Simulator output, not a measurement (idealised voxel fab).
Name of the process module below: voxel capacitor over wiring
The width of the displayed cross-section, cut, is 245 nm; its cells are square, with a size of 5 nm.
A cross-section is written here as square cells arranged in a grid, and it is given in bands from the top down, each band taking up one or more rows of cells.
Read a band's entry like this: the first values are the height of its top and the height of its bottom in nm, and what follows is the sequence of materials from left to right, each with its width in nm. Note that "empty" is empty space, and that a single material marked "edge to edge" reaches across the band from edge to edge.
All heights in this document are referenced to 0, defined as the level beneath which the wafer, as received, consists entirely of one material. The lowest band is not bounded below; it extends indefinitely downward and is written in the form "0 -> down".
A width such as "30 to 40" changes by the same amount from each row of cells to the next, from the band's top row to its bottom row.
"remained the same", as given for a step, is the statement that not any cell of the cross-section underwent a change during that step.
The label "Enclosed void listing" introduces a list of the empty spaces, 8 cells or larger, that have no open way up to the top; each entry in it reads width x height at distance, where the distance is taken from the left edge and all three are stated in nm.
Anything after a step's settings on that line? It's the simulator's own note about the step.
The optional step-line setting "overlay nm" applies to steps with a mask and quantifies how far to the right of its planned location the mask lay, a negative value indicating leftward placement.
List of planned process steps:
- 1: RECEIVE, material Si
- 2: CONFORMAL_DEP, material SiO2, thk nm 15
- 3: CONFORMAL_DEP, material SiN, thk nm 5
- 4: DIRECTIONAL_DEP, material SiO2, thk nm 15
- 5: MASKED_ETCH, tone open, mask id METAL_1, width nm 30, pitch nm 100, etch materials SiO2, depth nm 15, overlay nm 0
- 6: MASKED_ETCH, tone open, mask id METAL_1, width nm 30, pitch nm 100, etch materials SiN, depth nm 5, overlay nm 0
- 7: CONFORMAL_DEP, material TiN, thk nm 5
- 8: FILL_DEP, material W, thk nm 10
- 9: CMP, height nm 35
- 10: EPI, material Ru, thk nm 5
- 11: FILL_DEP, material SiCN, thk nm 5
- 12: DIRECTIONAL_DEP, material SiO2, thk nm 20
- 13: DIRECTIONAL_DEP, material aC, thk nm 15
- 14: PATTERN, tone open, mask id PLUG_1, material resist, width nm 15, thk nm 35, overlay nm 0
- 15: DIRECTIONAL_ETCH, etch materials aC, depth nm 15
- 16: STRIP, etch materials resist
- 17: DIRECTIONAL_ETCH, etch materials SiO2, depth nm 20
- 18: DIRECTIONAL_ETCH, etch materials SiCN, depth nm 5
- 19: STRIP, etch materials aC
- 20: CONFORMAL_DEP, material TiN, thk nm 5
- 21: FILL_DEP, material Ru, thk nm 5
- 22: CMP, height nm 65
- 23: DIRECTIONAL_DEP, material TiN, thk nm 5
- 24: DIRECTIONAL_DEP, material SiN, thk nm 5
- 25: DIRECTIONAL_DEP, material TiN, thk nm 5
- 26: DIRECTIONAL_DEP, material aC, thk nm 15
- 27: PATTERN, tone cover, mask id UPPER_PLATE, material resist, width nm 75, thk nm 30, overlay nm 0
- 28: DIRECTIONAL_ETCH, etch materials aC, depth nm 15
- 29: STRIP, etch materials resist
- 30: DIRECTIONAL_ETCH, etch materials TiN, depth nm 5
- 31: DIRECTIONAL_ETCH, etch materials SiN, depth nm 5
- 32: STRIP, etch materials aC
- 33: DIRECTIONAL_DEP, material aC, thk nm 15
- 34: PATTERN, tone cover, mask id LOWER_PLATE, material resist, width nm 85, thk nm 30, overlay nm 0
- 35: DIRECTIONAL_ETCH, etch materials aC, depth nm 15
- 36: STRIP, etch materials resist
- 37: DIRECTIONAL_ETCH, etch materials TiN, depth nm 5
- 38: STRIP, etch materials aC
- 39: FILL_DEP, material SiO2, thk nm 20
- 40: CMP, height nm 95
- 41: PATTERN, tone open, mask id PLUG_2, material resist, width nm 15, thk nm 20, overlay nm 0
- 42: DIRECTIONAL_ETCH, etch materials SiO2, depth nm 15
- 43: STRIP, etch materials resist
- 44: CONFORMAL_DEP, material TiN, thk nm 5
- 45: FILL_DEP, material Ru, thk nm 10
- 46: CMP, height nm 95
- 47: CONFORMAL_DEP, material SiN, thk nm 5
Shown in cross-section is the wafer as received, that is, as it stands after step 1:
    0 -> down | Si edge to edge
    Enclosed void listing: none
Post-module cross-section of the first of two wafers (run per plan):
    100 -> 95 | SiN edge to edge
    95 -> 85 | SiO2 80 nm | TiN 5 nm | Ru 5 nm | TiN 5 nm | SiO2 150 nm
    85 -> 75 | SiO2 80 to 70 nm | TiN 15 to 75 nm | SiO2 150 to 100 nm
    75 -> 70 | SiO2 70 nm | SiN 75 nm | SiO2 100 nm
    70 -> 65 | SiO2 65 nm | TiN 85 nm | SiO2 95 nm
    65 -> 45 | SiO2 70 nm | TiN 5 nm | Ru 5 nm | TiN 5 nm | SiO2 160 nm
    45 -> 40 | SiCN 70 nm | TiN 15 nm | SiCN 160 nm
    40 -> 35 | SiCN 50 nm | Ru 40 nm | SiCN 60 nm | Ru 40 nm | SiCN 55 nm
    35 -> 20 | SiO2 55 nm | TiN 5 nm | W 20 nm | TiN 5 nm | SiO2 70 nm | TiN 5 nm | W 20 nm | TiN 5 nm | SiO2 60 nm
    20 -> 15 | SiN 55 nm | TiN 30 nm | SiN 70 nm | TiN 30 nm | SiN 60 nm
    15 -> 0 | SiO2 edge to edge
    0 -> down | Si edge to edge
    Enclosed void listing: none
This cross-section belongs to the second wafer of two at the end of the module; the start and the plan were shared with the first, and the run included one mistake:
    100 -> 95 | SiN edge to edge
    95 -> 85 | SiO2 80 nm | TiN 5 nm | Ru 5 nm | TiN 5 nm | SiO2 150 nm
    85 -> 75 | SiO2 80 to 70 nm | TiN 15 to 75 nm | SiO2 150 to 100 nm
    75 -> 70 | SiO2 70 nm | SiN 75 nm | SiO2 100 nm
    70 -> 65 | SiO2 65 nm | TiN 85 nm | SiO2 95 nm
    65 -> 45 | SiO2 70 nm | TiN 5 nm | Ru 5 nm | TiN 5 nm | SiO2 160 nm
    45 -> 40 | SiCN 70 nm | TiN 15 nm | SiCN 160 nm
    40 -> 35 | Ru 60 nm | SiCN 20 nm | Ru 80 nm | SiCN 20 nm | Ru 65 nm
    35 -> 25 | W 50 nm | TiN 5 nm | SiO2 30 nm | TiN 5 nm | W 60 nm | TiN 5 nm | SiO2 30 nm | TiN 5 nm | W 55 nm
    25 -> 20 | TiN 55 nm | SiO2 30 nm | TiN 70 nm | SiO2 30 nm | TiN 60 nm
    20 -> 15 | SiN edge to edge
    15 -> 0 | SiO2 edge to edge
    0 -> down | Si edge to edge
    Enclosed void listing: none
Where did the run depart from the plan? step 5: run off-plan, actual operation and settings MASKED_ETCH, tone cover, mask id METAL_1, width nm 30, pitch nm 100, etch materials SiO2, depth nm 15, overlay nm 0
Heads up, by the end the second wafer has more or fewer cells of some materials compared to the first: Ru: 25 more | SiCN: 25 fewer | SiN: 12 more | SiO2: 75 fewer | TiN: 21 more | W: 42 more
